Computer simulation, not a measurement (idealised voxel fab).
A process module follows: voxel gate over fins.
It is cross-section cut that appears here, measuring 170 nm in width, its square cells being 5 nm in size.
This document writes a cross-section as a grid whose cells are square, and gives it as bands, listed from the top down; one or more rows of cells form a band.
Band: top height; bottom height; in nm. Then, left to right: material with width in nm, for each material. "all across": a single material spanning edge to edge. "empty": empty space.
The reference from which all heights are counted is 0, the level beneath which the as-received wafer is entirely one material; the lowest band, having no lower bound, proceeds downward and is written after the example "z 0 and below".
Quick explanation for "30 to 40": the width changes in equal steps down the rows of cells, from the first number in the band's top row to the second number in its bottom row.
Take "changes: none" at face value: in the step it is given for, the cross-section changed in none of its cells.
Voids not open to the top, 8 cells minimum: see "closed voids". Written width x height at distance; distance is from the left edge; nm.
On each step's line, the part that comes after the settings is the simulator's own comment on the step.
overlay nm: how far to the right of its planned place the mask lay on this masked step (negative: to the left).
This section lists the process steps that were planned:
1) RECEIVE (material Si)
2) CONFORMAL_DEP (material SiN; thk nm 5)
3) DIRECTIONAL_DEP (material aC; thk nm 10)
4) PATTERN (tone cover; mask id FINS; material resist; width nm 15; pitch nm 60; thk nm 25; overlay nm 0)
5) DIRECTIONAL_ETCH (etch materials aC; depth nm 10)
6) STRIP (etch materials resist)
7) DIRECTIONAL_ETCH (etch materials SiN; depth nm 5)
8) DIRECTIONAL_ETCH (etch materials Si; depth nm 30)
9) STRIP (etch materials aC)
10) OXIDIZE (depth nm 5)
11) FILL_DEP (material SiO2; thk nm 5)
12) CMP (height nm 5)
13) DIRECTIONAL_DEP (material aC; thk nm 15)
14) PATTERN (tone open; mask id RAIL; material resist; width nm 15; thk nm 30; overlay nm 0)
15) DIRECTIONAL_ETCH (etch materials aC; depth nm 15)
16) STRIP (etch materials resist)
17) DIRECTIONAL_ETCH (etch materials SiO2; depth nm 30)
18) STRIP (etch materials aC)
19) CONFORMAL_DEP (material TiN; thk nm 5)
20) FILL_DEP (material W; thk nm 10)
21) CMP (height nm 5)
22) SELECTIVE_ETCH (etch materials W Ru TiN; depth nm 25)
23) FILL_DEP (material SiO2; thk nm 5)
24) CMP (height nm 5)
25) SELECTIVE_ETCH (etch materials SiO2; depth nm 20)
26) STRIP (etch materials SiN)
27) CONFORMAL_DEP (material HfO2; thk nm 5)
28) CONFORMAL_DEP (material TiN; thk nm 5)
29) FILL_DEP (material W; thk nm 10)
30) CMP (height nm 15)
31) CONFORMAL_DEP (material SiCN; thk nm 10)
Wafer at receipt (post step 1), cross-section:
* z 0 and below = Si all across
* closed voids: none
The module was run from the start shown above using the plan shown above, but one mistake was made doing it; the resulting wafer cross-section is below:
* z 25 to 15 = SiCN all across
* z 15 to 10 = W: 5; TiN: 35; W: 25; TiN: 35; W: 25; TiN: 35; W: 10
* z 10 to 5 = W: 5; TiN: 5; HfO2: 25; TiN: 5; W: 25; TiN: 5; HfO2: 25; TiN: 5; W: 25; TiN: 5; HfO2: 25; TiN: 5; W: 10
* z 5 to 0 = W: 5; TiN: 5; HfO2: 5; SiN: 15; HfO2: 5; TiN: 5; W: 25; TiN: 5; HfO2: 5; SiN: 15; HfO2: 5; TiN: 5; W: 25; TiN: 5; HfO2: 5; SiN: 15; HfO2: 5; TiN: 5; W: 10
* z 0 to -10 = W: 5; TiN: 5 to 10; HfO2: 10 to 5; Si: 5; HfO2: 10 to 5; TiN: 5 to 10; W: 25; TiN: 5 to 10; HfO2: 10 to 5; Si: 5; HfO2: 10 to 5; TiN: 5 to 10; W: 25; TiN: 5 to 10; HfO2: 10 to 5; Si: 5; HfO2: 10 to 5; TiN: 5 to 10; W: 10
* z -10 to -15 = W: 10; TiN: 5; HfO2: 5; Si: 5; HfO2: 5; TiN: 5; W: 35; TiN: 5; HfO2: 5; Si: 5; HfO2: 5; TiN: 5; W: 35; TiN: 5; HfO2: 5; Si: 5; HfO2: 5; TiN: 5; W: 15
* z -15 to -20 = empty: 5; W: 5; TiN: 5; HfO2: 5; Si: 5; HfO2: 5; TiN: 5; W: 35; TiN: 5; HfO2: 5; Si: 5; HfO2: 5; TiN: 5; W: 35; TiN: 5; HfO2: 5; Si: 5; HfO2: 5; TiN: 5; W: 15
* z -20 to -25 = W: 10; TiN: 5; HfO2: 5; Si: 5; HfO2: 5; TiN: 5; W: 35; TiN: 5; HfO2: 5; Si: 5; HfO2: 5; TiN: 5; W: 35; TiN: 5; HfO2: 5; Si: 5; HfO2: 5; TiN: 5; W: 15
* z -25 to -30 = TiN: 15; HfO2: 5; Si: 5; HfO2: 5; TiN: 45; HfO2: 5; Si: 5; HfO2: 5; TiN: 45; HfO2: 5; Si: 5; HfO2: 5; TiN: 20
* z -30 to -35 = HfO2: 20; Si: 5; HfO2: 55; Si: 5; HfO2: 55; Si: 5; HfO2: 25
* z -35 and below = Si all across
* closed voids: none
Deviation from plan: step 26 ran with different settings than intended, the actual operation and settings being STRIP (etch materials SiO2)
